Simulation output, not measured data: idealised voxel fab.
The process module presented herein is designated voxel self aligned vias.
Cross-section cut spans 230 nm and uses square cells 5 nm in size.
A cross-section is written here as square cells arranged in a grid, and it is given in bands from the top down, each band taking up one or more rows of cells. First you get the band's top height and its bottom height, in nm, and then the materials it's made of, left to right, with each width in nm. If you see a single material with "throughout", that one covers the band edge to edge. "empty" is empty space. The level at which height equals 0 is the one under which the wafer, as it arrives, is entirely one material. No lower edge exists for the bottom band, which continues downward and is notated as in "0 nm and below". The width entry "30->40" should be interpreted row by row: the top row of cells in the band takes the first number, the bottom row takes the second number, and the change between adjacent rows is uniform throughout. When a step is marked "all unchanged", none of the cells in the cross-section changed during that step. Under "Sealed internal cavities" you'll find the enclosed gaps, the ones with no way out to the top, that are 8 cells or bigger; each reads width x height at distance, with distance counted from the left edge, everything in nm. Post-settings text on a step line: simulator's own remark regarding the step. What "overlay nm" on a step's line means: if the step has a mask, that mask lay this far to the right of its planned place, or, when the value is negative, to the left.

# So here's the lineup of process steps we planned
1 RECEIVE [material Si]
2 CONFORMAL_DEP [material SiO2] [thk nm 15]
3 CONFORMAL_DEP [material SiCN] [thk nm 5]
4 DIRECTIONAL_DEP [material lowk] [thk nm 20]
5 MASKED_ETCH [tone open] [mask id LINES] [width nm 30] [pitch nm 55] [etch materials lowk] [depth nm 20] [overlay nm 0]
6 CONFORMAL_DEP [material TiN] [thk nm 5]
7 FILL_DEP [material W] [thk nm 10]
8 CMP [height nm 40]
9 SELECTIVE_ETCH [etch materials W Ru TiN] [depth nm 5]
10 FILL_DEP [material SiN] [thk nm 10]
11 CMP [height nm 40]
12 DIRECTIONAL_DEP [material lowk] [thk nm 20]
13 DIRECTIONAL_DEP [material aC] [thk nm 15]
14 PATTERN [tone open] [mask id VIAS] [material resist] [width nm 40] [thk nm 30] [overlay nm 0]
15 DIRECTIONAL_ETCH [etch materials aC] [depth nm 15]
16 STRIP [etch materials resist]
17 DIRECTIONAL_ETCH [etch materials lowk] [depth nm 20]
18 DIRECTIONAL_ETCH [etch materials SiN] [depth nm 5]
19 STRIP [etch materials aC]
20 CONFORMAL_DEP [material TiN] [thk nm 5]
21 FILL_DEP [material W] [thk nm 10]
22 CMP [height nm 60]
23 CONFORMAL_DEP [material SiN] [thk nm 5]

# Delivered wafer in cross-section: state after step 1
  0 nm and below | Si throughout
  Sealed internal cavities: none

# Wafer at module end, in section. Began as above, planned as above, run with one mistake
  65 nm to 60 nm | SiN throughout
  60 nm to 45 nm | lowk: 65, then TiN: 5, then W: 30, then TiN: 5, then lowk: 125
  45 nm to 40 nm | lowk: 65, then TiN: 40, then lowk: 125
  40 nm to 35 nm | lowk: 70, then W: 30, then lowk: 25, then W: 30, then lowk: 75
  35 nm to 25 nm | lowk: 70, then TiN: 5, then W: 20, then TiN: 5, then lowk: 25, then TiN: 5, then W: 20, then TiN: 5, then lowk: 75
  25 nm to 20 nm | lowk: 70, then TiN: 30, then lowk: 25, then TiN: 30, then lowk: 75
  20 nm to 15 nm | SiCN throughout
  15 nm to 0 nm | SiO2 throughout
  0 nm and below | Si throughout
  Sealed internal cavities: none
Want to know what went wrong? step 10 was run on a setting that differed from the plan, and what really ran there is FILL_DEP [material W] [thk nm 10]
